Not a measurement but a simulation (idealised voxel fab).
Process module name: voxel double patterning
Square cell edge 5 nm, section width 200 nm, ID cut.
Cross-sections here: square-cell grids, written as top-down lists of bands, a band being one or more rows of cells.
Each band's line starts with the height of the band's top and of its bottom, in nm. Then come its materials from left to right, each with its width in nm. One material with "full width" fills the band from edge to edge. "empty" is empty space.
For the purposes of this specification, 0 denotes the height below which the wafer in its as-received condition is composed wholly of one material, and the lowermost band, lacking a lower limit, extends downward without end, as expressed in "top 0, no bottom".
The two numbers in a width such as "30 to 40" mark its ends across the band: the first belongs to the top row of cells, the second to the bottom row, and from each row to the next the width moves by the same amount.
The cross-section has no changed cell in any step marked "no modification".
This entry, "Enclosed void inventory", enumerates those empty regions of no fewer than 8 cells that possess no open connection to the top. Each region is reported in the form width x height at distance, the distance being taken from the left edge, with all three quantities expressed in nm.
If you see something after the settings on a step's line, that's the simulator's own remark about that step.
Regarding "overlay nm": on a step with a mask, it is the distance the mask lay to the right of its planned place; a negative value places it to the left.
Below is the list of planned process steps:
step 1: RECEIVE, material Si
step 2: CONFORMAL_DEP, material SiO2, thk nm 5
step 3: DIRECTIONAL_DEP, material W, thk nm 10
step 4: DIRECTIONAL_DEP, material SiCN, thk nm 10
step 5: DIRECTIONAL_DEP, material aC, thk nm 15
step 6: PATTERN, tone open, mask id FIRST, material resist, width nm 15, pitch nm 50, thk nm 30, overlay nm 0
step 7: DIRECTIONAL_ETCH, etch materials aC, depth nm 15
step 8: STRIP, etch materials resist
step 9: DIRECTIONAL_ETCH, etch materials SiCN, depth nm 5
step 10: STRIP, etch materials aC
step 11: PATTERN, tone open, mask id SECOND, material resist, width nm 15, thk nm 15, overlay nm 0
step 12: DIRECTIONAL_ETCH, etch materials SiCN, depth nm 10
step 13: STRIP, etch materials resist
step 14: DIRECTIONAL_ETCH, etch materials W, depth nm 10
step 15: STRIP, etch materials SiCN
Among the wafers covered here, the point of difference is the depth nm at step 9; their starting state is shared, and the plan presents the value of the first wafer.
Cross-section of the first of several wafers on receipt, reflecting completion of step 1:
- top 0, no bottom  Si full width
- Enclosed void inventory: none
Post step 15, the closing step of the module: first of several wafers, cross-sectioned:
- top 15, bottom 5  90 nm W; 15 nm empty; 95 nm W
- top 5, bottom 0  SiO2 full width
- top 0, no bottom  Si full width
- Enclosed void inventory: none
The final wafer, sectioned at module end:
- top 15, bottom 5  65 nm W; 15 nm empty; 10 nm W; 15 nm empty; 10 nm W; 15 nm empty; 70 nm W
- top 5, bottom 0  SiO2 full width
- top 0, no bottom  Si full width
- Enclosed void inventory: none
Per-wafer rows below. For each material: cells gained (+) or lost (-) since the wafer was received, as of end of module. Then: closed voids:
depth nm 5 | +40 SiO2 | +74 W | Enclosed void inventory: none
depth nm 10 | +40 SiO2 | +62 W | Enclosed void inventory: none
depth nm 15 | +40 SiO2 | +62 W | Enclosed void inventory: none
depth nm 20 | +40 SiO2 | +62 W | Enclosed void inventory: none
depth nm 25 | +40 SiO2 | +62 W | Enclosed void inventory: none
